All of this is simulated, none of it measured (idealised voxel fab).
This section sets out a process module, namely voxel self aligned vias.
265 nm wide, 5 nm square cells: that's cross-section cut.
We lay out every cross-section as a grid of square cells and spell it out in bands from the top down, where one band means one or more rows of cells.
This entry defines a band. It first specifies the height of the band's top and the height of its bottom in nm, and then specifies the band's materials from left to right, stating each material with its width in nm. The word "edge to edge" identifies a single material that fills the band from edge to edge, while the word "air" identifies empty space.
Height 0 is the level under which the wafer as received is all one material. The lowest band goes on downwards, as in "from 0 down".
Width spec "30..40" -> top row of cells at first value, bottom row at second value, equal per-row change in between.
"no modification" after a step means that no cell of the cross-section changed.
"Voids, enclosed" lists enclosed empty spaces (at least 8 cells, no open path upward to the top), each as width x height at distance from the left edge, in nm.
That trailing text on a step's line, after the settings, is the simulator's own remark on the step.
A step's line can hold "overlay nm"; with a mask on that step, the setting says how far right of the planned place the mask lay, while a negative setting says it lay to the left.
The process steps that were planned are listed below
1. RECEIVE (material Si)
2. CONFORMAL_DEP (material SiO2; thk nm 15)
3. CONFORMAL_DEP (material SiCN; thk nm 5)
4. DIRECTIONAL_DEP (material SiO2; thk nm 30)
5. MASKED_ETCH (tone open; mask id LINES; width nm 25; pitch nm 70; etch materials SiO2; depth nm 30; overlay nm 0)
6. CONFORMAL_DEP (material TiN; thk nm 5)
7. FILL_DEP (material W; thk nm 10)
8. CMP (height nm 50)
9. SELECTIVE_ETCH (etch materials W Ru TiN; depth nm 10)
10. FILL_DEP (material SiN; thk nm 10)
11. CMP (height nm 50)
12. DIRECTIONAL_DEP (material SiO2; thk nm 15)
13. DIRECTIONAL_DEP (material aC; thk nm 10)
14. PATTERN (tone open; mask id VIAS; material resist; width nm 45; pitch nm 70; thk nm 25; overlay nm 0)
15. DIRECTIONAL_ETCH (etch materials aC; depth nm 10)
16. STRIP (etch materials resist)
17. DIRECTIONAL_ETCH (etch materials SiO2; depth nm 15)
18. DIRECTIONAL_ETCH (etch materials SiN; depth nm 10)
19. STRIP (etch materials aC)
20. CONFORMAL_DEP (material TiN; thk nm 5)
21. FILL_DEP (material W; thk nm 10)
22. CMP (height nm 65)
23. CONFORMAL_DEP (material SiCN; thk nm 5)
Delivered wafer in cross-section: state after step 1
	from 0 down = Si edge to edge
	Voids, enclosed: none
The cross-section shown corresponds to the wafer at the conclusion of the module. The initial structure and the process plan are those presented above; however, one mistake occurred in executing the plan
	from 70 to 65 = SiCN edge to edge
	from 65 to 55 = 45 of SiO2 / 5 of TiN / 35 of W / 5 of TiN / 25 of SiO2 / 5 of TiN / 35 of W / 5 of TiN / 25 of SiO2 / 5 of TiN / 35 of W / 5 of TiN / 35 of SiO2
	from 55 to 45 = 45..50 of SiO2 / 10..5 of TiN / 15 of W / 20..5 of TiN / 25..45 of SiO2 / 10..5 of TiN / 15 of W / 20..5 of TiN / 25..45 of SiO2 / 10..5 of TiN / 15 of W / 20..5 of TiN / 35..50 of SiO2
	from 45 to 40 = 50 of SiO2 / 25 of TiN / 45 of SiO2 / 25 of TiN / 45 of SiO2 / 25 of TiN / 50 of SiO2
	from 40 to 25 = 50 of SiO2 / 5 of TiN / 15 of W / 5 of TiN / 45 of SiO2 / 5 of TiN / 15 of W / 5 of TiN / 45 of SiO2 / 5 of TiN / 15 of W / 5 of TiN / 50 of SiO2
	from 25 to 20 = 50 of SiO2 / 25 of TiN / 45 of SiO2 / 25 of TiN / 45 of SiO2 / 25 of TiN / 50 of SiO2
	from 20 to 15 = SiCN edge to edge
	from 15 to 0 = SiO2 edge to edge
	from 0 down = Si edge to edge
	Voids, enclosed: none
The mistake made against the process plan was this: it should be noted that step 14 was executed with settings other than those planned, the operation and settings actually applied being PATTERN (tone open; mask id VIAS; material resist; width nm 45; pitch nm 70; thk nm 25; overlay nm 5)
